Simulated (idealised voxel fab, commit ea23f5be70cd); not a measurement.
Process module in this document: voxel transistor to metal
Cross-sectional view cut (width: 150 nm; square cell size: 5 nm).
Reading order for cross-sections: top band down to bottom band. Underlying form: a grid of square cells. Band size: one or more rows of cells.
In this notation a band is specified by the heights of its top and bottom, in that order and in nm, after which its materials appear from left to right, each paired with its width in nm. The word "full width" attached to a single material means that material fills the band from edge to edge; the word "blank" stands for empty space.
The reference from which all heights are counted is 0, the level beneath which the as-received wafer is entirely one material; the lowest band, having no lower bound, proceeds downward and is written after the example "top 0, no bottom".
Note: "30 to 40" means the width goes from the first number (top row of the band) to the second number (bottom row) in equal steps per row of cells.
The cross-section has no changed cell in any step marked "no change occurred".
Enclosed voids (no open way to top), threshold 8 cells or more, entry "Sealed-off cavities", notation width x height at distance, distance from left edge, nm.
What comes after the settings on a step's line is commentary from the simulator itself on that step.
Steps that use a mask can have "overlay nm" on their line. It says how far the mask sat to the right of where it was meant to be. Negative means to the left.
Read each pair as before and after one process step. The after cross-section shows only down to the lowest band that changed. The step between them and its settings are given below the pair. Pairs can come from different runs of this module on the same starting wafer. A pair continues from the pair above only where its "State on entry" entry says so.

STATE ON ENTRY
* top 65, bottom 50: 20 of blank  20 of aC  65 of blank  20 of aC  25 of blank
* top 50, bottom 35: 20 of blank  20 of W  65 of blank  20 of W  25 of blank
* top 35, bottom 30: TiN full width
* top 30, bottom 20: 20 of SiO2  5 of TiN  10 of W  5 of TiN  65 of SiO2  5 of TiN  10 of W  5 of TiN  25 of SiO2
* top 20, bottom 0: 20 of SiO2  5 of TiN  10 of W  5 of TiN  15 of SiO2  5 of SiN  5 of HfO2  5 of TiN  5 of Cu  5 of TiN  5 of HfO2  5 of SiN  15 of SiO2  5 of TiN  10 of W  5 of TiN  25 of SiO2
* top 0, bottom -5: 10 of SiO2  5 of SiN  5 of SiO2  20 of TiN  15 of SiO2  5 of SiN  5 of HfO2  15 of TiN  5 of HfO2  5 of SiN  15 of SiO2  20 of TiN  5 of SiO2  5 of SiN  15 of SiO2
* top -5, bottom -10: 15 of SiO2  40 of nSi  35 of HfO2  40 of nSi  20 of SiO2
* top -10, bottom -35: 20 of SiO2  105 of Si  25 of SiO2
* top -35, no bottom: Si full width
* Sealed-off cavities: none

POST-STEP SNAPSHOT
* top 65, bottom 50: 20 of blank  20 of aC  65 of blank  20 of aC  25 of blank
* top 50, bottom 35: 20 of blank  20 of W  65 of blank  20 of W  25 of blank
* top 35, bottom 30: 20 of blank  20 of TiN  65 of blank  20 of TiN  25 of blank
* Everything under 30 stays put, no change at all.
* Sealed-off cavities: none
The two cross-sections above bracket this step: DIRECTIONAL_ETCH: etch materials TiN, depth nm 5

State on entry: we pick up right where the pair above leaves off, with its after cross-section.

POST-STEP SNAPSHOT
* top 50, bottom 35: 20 of blank  20 of W  65 of blank  20 of W  25 of blank
* Everything under 35 stays put, no change at all.
* Sealed-off cavities: none
The two cross-sections above bracket this step: STRIP: etch materials aC

State on entry: we pick up right where the pair above leaves off, with its after cross-section.

POST-STEP SNAPSHOT
* top 55, bottom 50: 15 of blank  30 of SiCN  55 of blank  30 of SiCN  20 of blank
* top 50, bottom 35: 15 of blank  5 of SiCN  20 of W  5 of SiCN  55 of blank  5 of SiCN  20 of W  5 of SiCN  20 of blank
* top 35, bottom 30: 20 of SiCN  20 of TiN  65 of SiCN  20 of TiN  25 of SiCN
* Everything under 30 stays put, no change at all.
* Sealed-off cavities: none
The two cross-sections above bracket this step: CONFORMAL_DEP: material SiCN, thk nm 5

State on entry: we pick up right where the pair above leaves off, with its after cross-section.

POST-STEP SNAPSHOT
* top 65, bottom 55: lowk full width
* top 55, bottom 50: 15 of lowk  30 of SiCN  55 of lowk  30 of SiCN  20 of lowk
* top 50, bottom 35: 15 of lowk  5 of SiCN  20 of W  5 of SiCN  55 of lowk  5 of SiCN  20 of W  5 of SiCN  20 of lowk
* Everything under 35 stays put, no change at all.
* Sealed-off cavities: none
The two cross-sections above bracket this step: FILL_DEP: material lowk, thk nm 10

State on entry: we pick up right where the pair above leaves off, with its after cross-section.

POST-STEP SNAPSHOT
* top 50, bottom 35: 15 of lowk  5 of SiCN  20 of W  5 of SiCN  55 of lowk  5 of SiCN  20 of W  5 of SiCN  20 of lowk
* Everything under 35 stays put, no change at all.
* Sealed-off cavities: none
The two cross-sections above bracket this step: CMP: height nm 50

State on entry: we pick up right where the pair above leaves off, with its after cross-section.

POST-STEP SNAPSHOT
* top 55, bottom 50: SiCN full width
* Everything under 50 stays put, no change at all.
* Sealed-off cavities: none
The two cross-sections above bracket this step: CONFORMAL_DEP: material SiCN, thk nm 5

State on entry: we pick up right where the pair above leaves off, with its after cross-section.

POST-STEP SNAPSHOT
* top 90, bottom 55: lowk full width
* Everything under 55 stays put, no change at all.
* Sealed-off cavities: none
The two cross-sections above bracket this step: DIRECTIONAL_DEP: material lowk, thk nm 35

State on entry: we pick up right where the pair above leaves off, with its after cross-section.

POST-STEP SNAPSHOT
* top 110, bottom 90: 20 of resist  20 of blank  65 of resist  20 of blank  25 of resist
* Everything under 90 stays put, no change at all.
* Sealed-off cavities: none
The two cross-sections above bracket this step: PATTERN: tone open, mask id METAL_2, material resist, width nm 20, pitch nm 85, thk nm 20, overlay nm 0

State on entry: we pick up right where the pair above leaves off, with its after cross-section.

POST-STEP SNAPSHOT
* top 110, bottom 90: 20 of resist  20 of blank  65 of resist  20 of blank  25 of resist
* top 90, bottom 70: 20 of lowk  20 of blank  65 of lowk  20 of blank  25 of lowk
* Everything under 70 stays put, no change at all.
* Sealed-off cavities: none
The two cross-sections above bracket this step: DIRECTIONAL_ETCH: etch materials lowk, depth nm 20

State on entry: we pick up right where the pair above leaves off, with its after cross-section.

POST-STEP SNAPSHOT
* top 90, bottom 70: 20 of lowk  20 of blank  65 of lowk  20 of blank  25 of lowk
* Everything under 70 stays put, no change at all.
* Sealed-off cavities: none
The two cross-sections above bracket this step: STRIP: etch materials resist

State on entry: we pick up right where the pair above leaves off, with its after cross-section.

POST-STEP SNAPSHOT
* top 105, bottom 90: 20 of aC  20 of blank  65 of aC  20 of blank  25 of aC
* top 90, bottom 85: 20 of lowk  20 of blank  65 of lowk  20 of blank  25 of lowk
* top 85, bottom 70: 20 of lowk  20 of aC  65 of lowk  20 of aC  25 of lowk
* Everything under 70 stays put, no change at all.
* Sealed-off cavities: none
The two cross-sections above bracket this step: DIRECTIONAL_DEP: material aC, thk nm 15

State on entry: we pick up right where the pair above leaves off, with its after cross-section.

POST-STEP SNAPSHOT
* top 140, bottom 105: 20 of resist  15 of blank  70 of resist  15 of blank  30 of resist
* top 105, bottom 90: 20 of aC  15 of blank  5 of resist  65 of aC  15 of blank  5 of resist  25 of aC
* top 90, bottom 85: 20 of lowk  15 of blank  5 of resist  65 of lowk  15 of blank  5 of resist  25 of lowk
* Everything under 85 stays put, no change at all.
* Sealed-off cavities: none
The two cross-sections above bracket this step: PATTERN: tone open, mask id METAL_2_HOLES, material resist, width nm 15, pitch nm 85, thk nm 35, overlay nm 0

State on entry: we pick up right where the pair above leaves off, with its after cross-section.

POST-STEP SNAPSHOT
* top 125, bottom 105: 20 of resist  15 of blank  70 of resist  15 of blank  30 of resist
* top 105, bottom 90: 20 of aC  15 of blank  5 of resist  65 of aC  15 of blank  5 of resist  25 of aC
* top 90, bottom 85: 20 of lowk  15 of blank  5 of resist  65 of lowk  15 of blank  5 of resist  25 of lowk
* top 85, bottom 70: 20 of lowk  15 of blank  5 of aC  65 of lowk  15 of blank  5 of aC  25 of lowk
* Everything under 70 stays put, no change at all.
* Sealed-off cavities: none
The two cross-sections above bracket this step: DIRECTIONAL_ETCH: etch materials aC, depth nm 15

State on entry: we pick up right where the pair above leaves off, with its after cross-section.

POST-STEP SNAPSHOT
* top 105, bottom 90: 20 of aC  20 of blank  65 of aC  20 of blank  25 of aC
* top 90, bottom 85: 20 of lowk  20 of blank  65 of lowk  20 of blank  25 of lowk
* Everything under 85 stays put, no change at all.
* Sealed-off cavities: none
The two cross-sections above bracket this step: STRIP: etch materials resist

State on entry: we pick up right where the pair above leaves off, with its after cross-section.

POST-STEP SNAPSHOT
* top 105, bottom 90: 20 of aC  20 of blank  65 of aC  20 of blank  25 of aC
* top 90, bottom 85: 20 of lowk  20 of blank  65 of lowk  20 of blank  25 of lowk
* top 85, bottom 70: 20 of lowk  15 of blank  5 of aC  65 of lowk  15 of blank  5 of aC  25 of lowk
* top 70, bottom 55: 20 of lowk  15 of blank  70 of lowk  15 of blank  30 of lowk
* Everything under 55 stays put, no change at all.
* Sealed-off cavities: none
The two cross-sections above bracket this step: DIRECTIONAL_ETCH: etch materials lowk, depth nm 15

State on entry: we pick up right where the pair above leaves off, with its after cross-section.

POST-STEP SNAPSHOT
* top 105, bottom 90: 20 of aC  20 of blank  65 of aC  20 of blank  25 of aC
* top 90, bottom 85: 20 of lowk  20 of blank  65 of lowk  20 of blank  25 of lowk
* top 85, bottom 70: 20 of lowk  15 of blank  5 of aC  65 of lowk  15 of blank  5 of aC  25 of lowk
* top 70, bottom 55: 20 of lowk  15 of blank  70 of lowk  15 of blank  30 of lowk
* top 55, bottom 50: 20 of SiCN  15 of blank  70 of SiCN  15 of blank  30 of SiCN
* Everything under 50 stays put, no change at all.
* Sealed-off cavities: none
The two cross-sections above bracket this step: DIRECTIONAL_ETCH: etch materials SiCN, depth nm 5

State on entry: we pick up right where the pair above leaves off, with its after cross-section.

POST-STEP SNAPSHOT
* top 90, bottom 70: 20 of lowk  20 of blank  65 of lowk  20 of blank  25 of lowk
* Everything under 70 stays put, no change at all.
* Sealed-off cavities: none
The two cross-sections above bracket this step: STRIP: etch materials aC

State on entry: we pick up right where the pair above leaves off, with its after cross-section.

POST-STEP SNAPSHOT
* top 95, bottom 90: 25 of TiN  10 of blank  75 of TiN  10 of blank  30 of TiN
* top 90, bottom 75: 20 of lowk  5 of TiN  10 of blank  5 of TiN  65 of lowk  5 of TiN  10 of blank  5 of TiN  25 of lowk
* top 75, bottom 70: 20 of lowk  5 of TiN  5 of blank  10 of TiN  65 of lowk  5 of TiN  5 of blank  10 of TiN  25 of lowk
* top 70, bottom 55: 20 of lowk  5 of TiN  5 of blank  5 of TiN  70 of lowk  5 of TiN  5 of blank  5 of TiN  30 of lowk
* top 55, bottom 50: 20 of SiCN  15 of TiN  70 of SiCN  15 of TiN  30 of SiCN
* Everything under 50 stays put, no change at all.
* Sealed-off cavities: none
The two cross-sections above bracket this step: CONFORMAL_DEP: material TiN, thk nm 5

State on entry: we pick up right where the pair above leaves off, with its after cross-section.

POST-STEP SNAPSHOT
* top 105, bottom 95: Cu full width
* top 95, bottom 90: 25 of TiN  10 of Cu  75 of TiN  10 of Cu  30 of TiN
* top 90, bottom 75: 20 of lowk  5 of TiN  10 of Cu  5 of TiN  65 of lowk  5 of TiN  10 of Cu  5 of TiN  25 of lowk
* top 75, bottom 70: 20 of lowk  5 of TiN  5 of Cu  10 of TiN  65 of lowk  5 of TiN  5 of Cu  10 of TiN  25 of lowk
* top 70, bottom 55: 20 of lowk  5 of TiN  5 of Cu  5 of TiN  70 of lowk  5 of TiN  5 of Cu  5 of TiN  30 of lowk
* Everything under 55 stays put, no change at all.
* Sealed-off cavities: none
The two cross-sections above bracket this step: FILL_DEP: material Cu, thk nm 10

State on entry: we pick up right where the pair above leaves off, with its after cross-section.

POST-STEP SNAPSHOT
* top 90, bottom 75: 20 of lowk  5 of TiN  10 of Cu  5 of TiN  65 of lowk  5 of TiN  10 of Cu  5 of TiN  25 of lowk
* Everything under 75 stays put, no change at all.
* Sealed-off cavities: none
The two cross-sections above bracket this step: CMP: height nm 90

State on entry: we pick up right where the pair above leaves off, with its after cross-section.

POST-STEP SNAPSHOT
* top 95, bottom 90: SiCN full width
* Everything under 90 stays put, no change at all.
* Sealed-off cavities: none
The two cross-sections above bracket this step: CONFORMAL_DEP: material SiCN, thk nm 5

STATE ON ENTRY
* top 60, bottom 55: 10 of aC  125 of blank  15 of aC
* top 55, bottom 45: aC full width
* top 45, bottom 40: 10 of SiCN  125 of aC  15 of SiCN
* top 40, bottom 30: SiCN full width
* top 30, bottom 25: 10 of polySi  125 of SiCN  15 of polySi
* top 25, bottom 0: polySi full width
* top 0, bottom -5: 10 of SiO2  125 of polySi  15 of SiO2
* top -5, bottom -10: SiO2 full width
* top -10, bottom -35: 20 of SiO2  105 of Si  25 of SiO2
* top -35, no bottom: Si full width
* Sealed-off cavities: none

POST-STEP SNAPSHOT
* top 95, bottom 60: 60 of resist  25 of blank  65 of resist
* top 60, bottom 55: 10 of aC  50 of resist  25 of blank  50 of resist  15 of aC
* Everything under 55 stays put, no change at all.
* Sealed-off cavities: none
The two cross-sections above bracket this step: PATTERN: tone open, mask id GATE, material resist, width nm 25, thk nm 35, overlay nm 0

State on entry: we pick up right where the pair above leaves off, with its after cross-section.

POST-STEP SNAPSHOT
* top 80, bottom 60: 60 of resist  25 of blank  65 of resist
* top 60, bottom 55: 10 of aC  50 of resist  25 of blank  50 of resist  15 of aC
* top 55, bottom 45: 60 of aC  25 of blank  65 of aC
* top 45, bottom 40: 10 of SiCN  50 of aC  25 of blank  50 of aC  15 of SiCN
* Everything under 40 stays put, no change at all.
* Sealed-off cavities: none
The two cross-sections above bracket this step: DIRECTIONAL_ETCH: etch materials aC, depth nm 15

State on entry: we pick up right where the pair above leaves off, with its after cross-section.

POST-STEP SNAPSHOT
* top 60, bottom 55: 10 of aC  125 of blank  15 of aC
* Everything under 55 stays put, no change at all.
* Sealed-off cavities: none
The two cross-sections above bracket this step: STRIP: etch materials resist

State on entry: we pick up right where the pair above leaves off, with its after cross-section.

POST-STEP SNAPSHOT
* top 60, bottom 55: 10 of aC  125 of blank  15 of aC
* top 55, bottom 45: 60 of aC  25 of blank  65 of aC
* top 45, bottom 40: 10 of SiCN  50 of aC  25 of blank  50 of aC  15 of SiCN
* top 40, bottom 30: 60 of SiCN  25 of blank  65 of SiCN
* top 30, bottom 25: 10 of polySi  50 of SiCN  25 of blank  50 of SiCN  15 of polySi
* Everything under 25 stays put, no change at all.
* Sealed-off cavities: none
The two cross-sections above bracket this step: DIRECTIONAL_ETCH: etch materials SiCN, depth nm 25

State on entry: we pick up right where the pair above leaves off, with its after cross-section.

POST-STEP SNAPSHOT
* top 60, bottom 55: 10 of aC  125 of blank  15 of aC
* top 55, bottom 45: 60 of aC  25 of blank  65 of aC
* top 45, bottom 40: 10 of SiCN  50 of aC  25 of blank  50 of aC  15 of SiCN
* top 40, bottom 30: 60 of SiCN  25 of blank  65 of SiCN
* top 30, bottom 25: 10 of polySi  50 of SiCN  25 of blank  50 of SiCN  15 of polySi
* top 25, bottom 0: 60 of polySi  25 of blank  65 of polySi
* top 0, bottom -5: 10 of SiO2  50 of polySi  25 of blank  50 of polySi  15 of SiO2
* Everything under -5 stays put, no change at all.
* Sealed-off cavities: none
The two cross-sections above bracket this step: DIRECTIONAL_ETCH: etch materials polySi, depth nm 40

State on entry: we pick up right where the pair above leaves off, with its after cross-section.

POST-STEP SNAPSHOT
* top 45, bottom 40: 10 of SiCN  125 of blank  15 of SiCN
* Everything under 40 stays put, no change at all.
* Sealed-off cavities: none
The two cross-sections above bracket this step: STRIP: etch materials aC

State on entry: we pick up right where the pair above leaves off, with its after cross-section.

POST-STEP SNAPSHOT
* top 50, bottom 45: 15 of SiN  115 of blank  20 of SiN
* top 45, bottom 40: 10 of SiCN  55 of SiN  15 of blank  55 of SiN  15 of SiCN
* top 40, bottom 30: 60 of SiCN  5 of SiN  15 of blank  5 of SiN  65 of SiCN
* top 30, bottom 25: 10 of polySi  50 of SiCN  5 of SiN  15 of blank  5 of SiN  50 of SiCN  15 of polySi
* top 25, bottom 0: 60 of polySi  5 of SiN  15 of blank  5 of SiN  65 of polySi
* top 0, bottom -5: 10 of SiO2  50 of polySi  25 of SiN  50 of polySi  15 of SiO2
* Everything under -5 stays put, no change at all.
* Sealed-off cavities: none
The two cross-sections above bracket this step: CONFORMAL_DEP: material SiN, thk nm 5

State on entry: we pick up right where the pair above leaves off, with its after cross-section.

POST-STEP SNAPSHOT
* top 45, bottom 40: 10 of SiCN  5 of SiN  115 of blank  5 of SiN  15 of SiCN
* top 40, bottom 30: 60 of SiCN  5 of SiN  15 of blank  5 of SiN  65 of SiCN
* top 30, bottom 25: 10 of polySi  50 of SiCN  5 of SiN  15 of blank  5 of SiN  50 of SiCN  15 of polySi
* top 25, bottom 0: 60 of polySi  5 of SiN  15 of blank  5 of SiN  65 of polySi
* top 0, bottom -5: 10 of SiO2  50 of polySi  5 of SiN  15 of blank  5 of SiN  50 of polySi  15 of SiO2
* Everything under -5 stays put, no change at all.
* Sealed-off cavities: none
The two cross-sections above bracket this step: DIRECTIONAL_ETCH: etch materials SiN, depth nm 5

State on entry: we pick up right where the pair above leaves off, with its after cross-section.

POST-STEP SNAPSHOT
* top 45, bottom 40: 10 of SiCN  5 of SiN  115 of blank  5 of SiN  15 of SiCN
* top 40, bottom 30: 60 of SiCN  5 of SiN  15 of blank  5 of SiN  65 of SiCN
* top 30, bottom 25: 10 of polySi  50 of SiCN  5 of SiN  15 of blank  5 of SiN  50 of SiCN  15 of polySi
* top 25, bottom 0: 60 of polySi  5 of SiN  15 of blank  5 of SiN  65 of polySi
* top 0, bottom -5: 10 of SiO2  50 of polySi  5 of SiN  15 of blank  5 of SiN  50 of polySi  15 of SiO2
* top -5, bottom -10: 65 of SiO2  15 of blank  70 of SiO2
* Everything under -10 stays put, no change at all.
* Sealed-off cavities: none
The two cross-sections above bracket this step: DIRECTIONAL_ETCH: etch materials SiO2, depth nm 5

State on entry: we pick up right where the pair above leaves off, with its after cross-section.

POST-STEP SNAPSHOT
* top 45, bottom 40: 10 of SiCN  5 of SiN  115 of blank  5 of SiN  15 of SiCN
* top 40, bottom 30: 60 of SiCN  5 of SiN  15 of blank  5 of SiN  65 of SiCN
* top 30, bottom 25: 10 of polySi  50 of SiCN  5 of SiN  15 of blank  5 of SiN  50 of SiCN  15 of polySi
* top 25, bottom 0: 60 of polySi  5 of SiN  15 of blank  5 of SiN  65 of polySi
* top 0, bottom -5: 10 of SiO2  50 of polySi  5 of SiN  15 of blank  5 of SiN  50 of polySi  15 of SiO2
* top -5, bottom -10: 65 of SiO2  15 of nSi  70 of SiO2
* Everything under -10 stays put, no change at all.
* Sealed-off cavities: none
The two cross-sections above bracket this step: EPI: material nSi, thk nm 5

State on entry: we pick up right where the pair above leaves off, with its after cross-section.

POST-STEP SNAPSHOT
* top 55, bottom 45: SiO2 full width
* top 45, bottom 40: 10 of SiCN  5 of SiN  115 of SiO2  5 of SiN  15 of SiCN
* top 40, bottom 30: 60 of SiCN  5 of SiN  15 of SiO2  5 of SiN  65 of SiCN
* top 30, bottom 25: 10 of polySi  50 of SiCN  5 of SiN  15 of SiO2  5 of SiN  50 of SiCN  15 of polySi
* top 25, bottom 0: 60 of polySi  5 of SiN  15 of SiO2  5 of SiN  65 of polySi
* top 0, bottom -5: 10 of SiO2  50 of polySi  5 of SiN  15 of SiO2  5 of SiN  50 of polySi  15 of SiO2
* Everything under -5 stays put, no change at all.
* Sealed-off cavities: none
The two cross-sections above bracket this step: FILL_DEP: material SiO2, thk nm 10

State on entry: we pick up right where the pair above leaves off, with its after cross-section.

POST-STEP SNAPSHOT
* top 25, bottom 0: 60 of polySi  5 of SiN  15 of SiO2  5 of SiN  65 of polySi
* Everything under 0 stays put, no change at all.
* Sealed-off cavities: none
The two cross-sections above bracket this step: CMP: height nm 25

State on entry: we pick up right where the pair above leaves off, with its after cross-section.

POST-STEP SNAPSHOT
* top 25, bottom 0: 60 of blank  5 of SiN  15 of SiO2  5 of SiN  65 of blank
* top 0, bottom -5: 10 of SiO2  50 of blank  5 of SiN  15 of SiO2  5 of SiN  50 of blank  15 of SiO2
* Everything under -5 stays put, no change at all.
* Sealed-off cavities: none
The two cross-sections above bracket this step: STRIP: etch materials polySi

State on entry: we pick up right where the pair above leaves off, with its after cross-section.

POST-STEP SNAPSHOT
* top 25, bottom 20: 60 of blank  5 of SiN  15 of blank  5 of SiN  65 of blank
* top 20, bottom -5: 60 of blank  5 of SiN  15 of SiO2  5 of SiN  65 of blank
* top -5, bottom -10: 5 of SiO2  60 of blank  15 of nSi  60 of blank  10 of SiO2
* Everything under -10 stays put, no change at all.
* Sealed-off cavities: none
The two cross-sections above bracket this step: SELECTIVE_ETCH: etch materials SiO2, depth nm 5

State on entry: we pick up right where the pair above leaves off, with its after cross-section.

POST-STEP SNAPSHOT
* top 30, bottom 25: 55 of blank  15 of HfO2  5 of blank  15 of HfO2  60 of blank
* top 25, bottom 20: 55 of blank  5 of HfO2  5 of SiN  15 of HfO2  5 of SiN  5 of HfO2  60 of blank
* top 20, bottom 0: 55 of blank  5 of HfO2  5 of SiN  15 of SiO2  5 of SiN  5 of HfO2  60 of blank
* top 0, bottom -5: 10 of HfO2  45 of blank  5 of HfO2  5 of SiN  15 of SiO2  5 of SiN  5 of HfO2  45 of blank  15 of HfO2
* top -5, bottom -10: 5 of SiO2  60 of HfO2  15 of nSi  60 of HfO2  10 of SiO2
* Everything under -10 stays put, no change at all.
* Sealed-off cavities: none
The two cross-sections above bracket this step: CONFORMAL_DEP: material HfO2, thk nm 5

State on entry: we pick up right where the pair above leaves off, with its after cross-section.

POST-STEP SNAPSHOT
* top 35, bottom 30: 50 of blank  45 of TiN  55 of blank
* top 30, bottom 25: 50 of blank  5 of TiN  15 of HfO2  5 of TiN  15 of HfO2  5 of TiN  55 of blank
* top 25, bottom 20: 50 of blank  5 of TiN  5 of HfO2  5 of SiN  15 of HfO2  5 of SiN  5 of HfO2  5 of TiN  55 of blank
* top 20, bottom 5: 50 of blank  5 of TiN  5 of HfO2  5 of SiN  15 of SiO2  5 of SiN  5 of HfO2  5 of TiN  55 of blank
* top 5, bottom 0: 15 of TiN  35 of blank  5 of TiN  5 of HfO2  5 of SiN  15 of SiO2  5 of SiN  5 of HfO2  5 of TiN  35 of blank  20 of TiN
* top 0, bottom -5: 10 of HfO2  45 of TiN  5 of HfO2  5 of SiN  15 of SiO2  5 of SiN  5 of HfO2  45 of TiN  15 of HfO2
* Everything under -5 stays put, no change at all.
* Sealed-off cavities: none
The two cross-sections above bracket this step: CONFORMAL_DEP: material TiN, thk nm 5

State on entry: we pick up right where the pair above leaves off, with its after cross-section.

POST-STEP SNAPSHOT
* top 40, bottom 35: W full width
* top 35, bottom 30: 50 of W  45 of TiN  55 of W
* top 30, bottom 25: 50 of W  5 of TiN  15 of HfO2  5 of TiN  15 of HfO2  5 of TiN  55 of W
* top 25, bottom 20: 50 of W  5 of TiN  5 of HfO2  5 of SiN  15 of HfO2  5 of SiN  5 of HfO2  5 of TiN  55 of W
* top 20, bottom 5: 50 of W  5 of TiN  5 of HfO2  5 of SiN  15 of SiO2  5 of SiN  5 of HfO2  5 of TiN  55 of W
* top 5, bottom 0: 15 of TiN  35 of W  5 of TiN  5 of HfO2  5 of SiN  15 of SiO2  5 of SiN  5 of HfO2  5 of TiN  35 of W  20 of TiN
* Everything under 0 stays put, no change at all.
* Sealed-off cavities: none
The two cross-sections above bracket this step: FILL_DEP: material W, thk nm 5

State on entry: we pick up right where the pair above leaves off, with its after cross-section.

POST-STEP SNAPSHOT
* top 20, bottom 5: 50 of W  5 of TiN  5 of HfO2  5 of SiN  15 of SiO2  5 of SiN  5 of HfO2  5 of TiN  55 of W
* Everything under 5 stays put, no change at all.
* Sealed-off cavities: none
The two cross-sections above bracket this step: CMP: height nm 20

State on entry: we pick up right where the pair above leaves off, with its after cross-section.

POST-STEP SNAPSHOT
* top 30, bottom 20: SiO2 full width
* Everything under 20 stays put, no change at all.
* Sealed-off cavities: none
The two cross-sections above bracket this step: DIRECTIONAL_DEP: material SiO2, thk nm 10

State on entry: we pick up right where the pair above leaves off, with its after cross-section.

POST-STEP SNAPSHOT
* top 40, bottom 30: aC full width
* Everything under 30 stays put, no change at all.
* Sealed-off cavities: none
The two cross-sections above bracket this step: DIRECTIONAL_DEP: material aC, thk nm 10

State on entry: we pick up right where the pair above leaves off, with its after cross-section.

POST-STEP SNAPSHOT
* top 65, bottom 40: 20 of resist  20 of blank  65 of resist  20 of blank  25 of resist
* Everything under 40 stays put, no change at all.
* Sealed-off cavities: none
The two cross-sections above bracket this step: PATTERN: tone open, mask id CONTACT, material resist, width nm 20, pitch nm 85, thk nm 25, overlay nm 0

State on entry: we pick up right where the pair above leaves off, with its after cross-section.

POST-STEP SNAPSHOT
* top 55, bottom 40: 20 of resist  20 of blank  65 of resist  20 of blank  25 of resist
* top 40, bottom 30: 20 of aC  20 of blank  65 of aC  20 of blank  25 of aC
* Everything under 30 stays put, no change at all.
* Sealed-off cavities: none
The two cross-sections above bracket this step: DIRECTIONAL_ETCH: etch materials aC, depth nm 10

State on entry: we pick up right where the pair above leaves off, with its after cross-section.

POST-STEP SNAPSHOT
* top 40, bottom 30: 20 of aC  20 of blank  65 of aC  20 of blank  25 of aC
* Everything under 30 stays put, no change at all.
* Sealed-off cavities: none
The two cross-sections above bracket this step: STRIP: etch materials resist

State on entry: we pick up right where the pair above leaves off, with its after cross-section.

POST-STEP SNAPSHOT
* top 40, bottom 30: 20 of aC  20 of blank  65 of aC  20 of blank  25 of aC
* top 30, bottom 20: 20 of SiO2  20 of blank  65 of SiO2  20 of blank  25 of SiO2
* Everything under 20 stays put, no change at all.
* Sealed-off cavities: none
The two cross-sections above bracket this step: DIRECTIONAL_ETCH: etch materials SiO2, depth nm 35

State on entry: we pick up right where the pair above leaves off, with its after cross-section.

POST-STEP SNAPSHOT
* top 30, bottom 20: 20 of SiO2  20 of blank  65 of SiO2  20 of blank  25 of SiO2
* Everything under 20 stays put, no change at all.
* Sealed-off cavities: none
The two cross-sections above bracket this step: STRIP: etch materials aC

State on entry: we pick up right where the pair above leaves off, with its after cross-section.

POST-STEP SNAPSHOT
* top 35, bottom 30: 25 of TiN  10 of blank  75 of TiN  10 of blank  30 of TiN
* top 30, bottom 25: 20 of SiO2  5 of TiN  10 of blank  5 of TiN  65 of SiO2  5 of TiN  10 of blank  5 of TiN  25 of SiO2
* top 25, bottom 20: 20 of SiO2  20 of TiN  65 of SiO2  20 of TiN  25 of SiO2
* Everything under 20 stays put, no change at all.
* Sealed-off cavities: none
The two cross-sections above bracket this step: CONFORMAL_DEP: material TiN, thk nm 5

State on entry: we pick up right where the pair above leaves off, with its after cross-section.

POST-STEP SNAPSHOT
* top 45, bottom 35: W full width
* top 35, bottom 30: 25 of TiN  10 of W  75 of TiN  10 of W  30 of TiN
* top 30, bottom 25: 20 of SiO2  5 of TiN  10 of W  5 of TiN  65 of SiO2  5 of TiN  10 of W  5 of TiN  25 of SiO2
* Everything under 25 stays put, no change at all.
* Sealed-off cavities: none
The two cross-sections above bracket this step: FILL_DEP: material W, thk nm 10

State on entry: we pick up right where the pair above leaves off, with its after cross-section.

POST-STEP SNAPSHOT
* top 30, bottom 25: 20 of SiO2  5 of TiN  10 of W  5 of TiN  65 of SiO2  5 of TiN  10 of W  5 of TiN  25 of SiO2
* Everything under 25 stays put, no change at all.
* Sealed-off cavities: none
The two cross-sections above bracket this step: CMP: height nm 30

State on entry: we pick up right where the pair above leaves off, with its after cross-section.

POST-STEP SNAPSHOT
* top 35, bottom 30: TiN full width
* Everything under 30 stays put, no change at all.
* Sealed-off cavities: none
The two cross-sections above bracket this step: DIRECTIONAL_DEP: material TiN, thk nm 5

State on entry: we pick up right where the pair above leaves off, with its after cross-section.

POST-STEP SNAPSHOT
* top 50, bottom 35: W full width
* Everything under 35 stays put, no change at all.
* Sealed-off cavities: none
The two cross-sections above bracket this step: DIRECTIONAL_DEP: material W, thk nm 15

State on entry: we pick up right where the pair above leaves off, with its after cross-section.

POST-STEP SNAPSHOT
* top 65, bottom 50: aC full width
* Everything under 50 stays put, no change at all.
* Sealed-off cavities: none
The two cross-sections above bracket this step: DIRECTIONAL_DEP: material aC, thk nm 15

State on entry: we pick up right where the pair above leaves off, with its after cross-section.

POST-STEP SNAPSHOT
* top 95, bottom 65: 20 of blank  20 of resist  65 of blank  20 of resist  25 of blank
* Everything under 65 stays put, no change at all.
* Sealed-off cavities: none
The two cross-sections above bracket this step: PATTERN: tone cover, mask id METAL_1, material resist, width nm 20, pitch nm 85, thk nm 30, overlay nm 0

State on entry: we pick up right where the pair above leaves off, with its after cross-section.

POST-STEP SNAPSHOT
* top 80, bottom 65: 20 of blank  20 of resist  65 of blank  20 of resist  25 of blank
* top 65, bottom 50: 20 of blank  20 of aC  65 of blank  20 of aC  25 of blank
* Everything under 50 stays put, no change at all.
* Sealed-off cavities: none
The two cross-sections above bracket this step: DIRECTIONAL_ETCH: etch materials aC, depth nm 15

State on entry: we pick up right where the pair above leaves off, with its after cross-section.

POST-STEP SNAPSHOT
* top 65, bottom 50: 20 of blank  20 of aC  65 of blank  20 of aC  25 of blank
* Everything under 50 stays put, no change at all.
* Sealed-off cavities: none
The two cross-sections above bracket this step: STRIP: etch materials resist

State on entry: we pick up right where the pair above leaves off, with its after cross-section.

POST-STEP SNAPSHOT
* top 65, bottom 50: 20 of blank  20 of aC  65 of blank  20 of aC  25 of blank
* top 50, bottom 35: 20 of blank  20 of W  65 of blank  20 of W  25 of blank
* Everything under 35 stays put, no change at all.
* Sealed-off cavities: none
The two cross-sections above bracket this step: DIRECTIONAL_ETCH: etch materials W, depth nm 15

State on entry: we pick up right where the pair above leaves off, with its after cross-section.

POST-STEP SNAPSHOT
* top 65, bottom 50: 20 of blank  20 of aC  65 of blank  20 of aC  25 of blank
* top 50, bottom 35: 20 of blank  20 of W  65 of blank  20 of W  25 of blank
* top 35, bottom 30: 20 of blank  20 of TiN  65 of blank  20 of TiN  25 of blank
* Everything under 30 stays put, no change at all.
* Sealed-off cavities: none
The two cross-sections above bracket this step: DIRECTIONAL_ETCH: etch materials TiN, depth nm 5

State on entry: we pick up right where the pair above leaves off, with its after cross-section.

POST-STEP SNAPSHOT
* top 50, bottom 35: 20 of blank  20 of W  65 of blank  20 of W  25 of blank
* Everything under 35 stays put, no change at all.
* Sealed-off cavities: none
The two cross-sections above bracket this step: STRIP: etch materials aC
